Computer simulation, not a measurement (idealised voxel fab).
Documented hereafter: the process module known as voxel wiring stack.
Section shown: cut. Width: 195 nm. Cell size: 5 nm, square.
Cross-section, as written here: a square-cell grid given band by band from the top down, where a band holds one or more rows of cells. What a band's entry tells you: where the top is and where the bottom is, as heights in nm, and after that what lies inside, material by material from left to right, each with its width in nm. Empty space is written as the word "blank", and a single material marked with the word "edge to edge" occupies the band from edge to edge. Measure heights from 0. That's the level where, below it, the as-received wafer is all one material. The lowest band is bottomless and extends downward; write it as in "from 0 down". Quick explanation for "30..40": the width changes in equal steps down the rows of cells, from the first number in the band's top row to the second number in its bottom row. Where the words "everything unchanged" appear for a step, the cross-section shows no cell changed by that step; every cell remained as before. Under "Entrapped voids" you'll find the enclosed gaps, the ones with no way out to the top, that are 8 cells or bigger; each reads width x height at distance, with distance counted from the left edge, everything in nm. Heads up: the bit after the settings on a step's line is the simulator's remark on that step. overlay nm: step with mask; distance mask lay right of planned place; negative value = left of planned place.

## Process steps foreseen in the plan
1) RECEIVE,material Si
2) CONFORMAL_DEP,material SiO2,thk nm 15
3) DIRECTIONAL_DEP,material TiN,thk nm 5
4) DIRECTIONAL_DEP,material W,thk nm 20
5) MASKED_ETCH,tone cover,mask id METAL_1,width nm 25,pitch nm 55,etch materials W,depth nm 20,overlay nm 0
6) MASKED_ETCH,tone cover,mask id METAL_1,width nm 25,pitch nm 55,etch materials TiN,depth nm 5,overlay nm 0
7) CONFORMAL_DEP,material SiN,thk nm 5
8) FILL_DEP,material lowk,thk nm 5
9) CMP,height nm 40
10) CONFORMAL_DEP,material SiCN,thk nm 5
11) DIRECTIONAL_DEP,material SiO2,thk nm 15
12) DIRECTIONAL_DEP,material aC,thk nm 10
13) PATTERN,tone open,mask id PLUG_1,material resist,width nm 15,thk nm 25,overlay nm 0
14) DIRECTIONAL_ETCH,etch materials aC,depth nm 10
15) STRIP,etch materials resist
16) DIRECTIONAL_ETCH,etch materials SiO2,depth nm 15
17) DIRECTIONAL_ETCH,etch materials SiCN,depth nm 5
18) STRIP,etch materials aC
19) EPI,material Ru,thk nm 10
20) EPI,material Ru,thk nm 10
21) CONFORMAL_DEP,material SiN,thk nm 5
22) DIRECTIONAL_DEP,material SiO2,thk nm 25
23) PATTERN,tone open,mask id METAL_2,material resist,width nm 25,pitch nm 55,thk nm 15,overlay nm 0
24) DIRECTIONAL_ETCH,etch materials SiO2,depth nm 25
25) DIRECTIONAL_ETCH,etch materials SiN,depth nm 5
26) STRIP,etch materials resist
27) CONFORMAL_DEP,material TiN,thk nm 5
28) FILL_DEP,material W,thk nm 10
29) CMP,height nm 90
30) CONFORMAL_DEP,material SiN,thk nm 5

## As received (post step 1): cross-section
    from 0 down = Si edge to edge
    Entrapped voids: none

## End-of-module cross-section. Starting structure and process plan as above; one mistake made in running it
    from 95 to 90 = SiN edge to edge
    from 90 to 85 = 55 nm SiN; 25 nm TiN; 30 nm SiN; 25 nm TiN; 60 nm SiN
    from 85 to 60 = SiO2 edge to edge
    from 60 to 45 = 55 nm SiO2; 15 nm Ru; 125 nm SiO2
    from 45 to 40 = 55 nm SiCN; 15 nm Ru; 125 nm SiCN
    from 40 to 20 = 50 nm lowk; 5 nm SiN; 25 nm W; 5 nm SiN; 20 nm lowk; 5 nm SiN; 25 nm W; 5 nm SiN; 55 nm lowk
    from 20 to 15 = 55 nm SiN; 25 nm TiN; 30 nm SiN; 25 nm TiN; 60 nm SiN
    from 15 to 0 = SiO2 edge to edge
    from 0 down = Si edge to edge
    Entrapped voids: none
What was the processing mistake? the run placed steps 21 and 22 each in the position the plan gave to the other
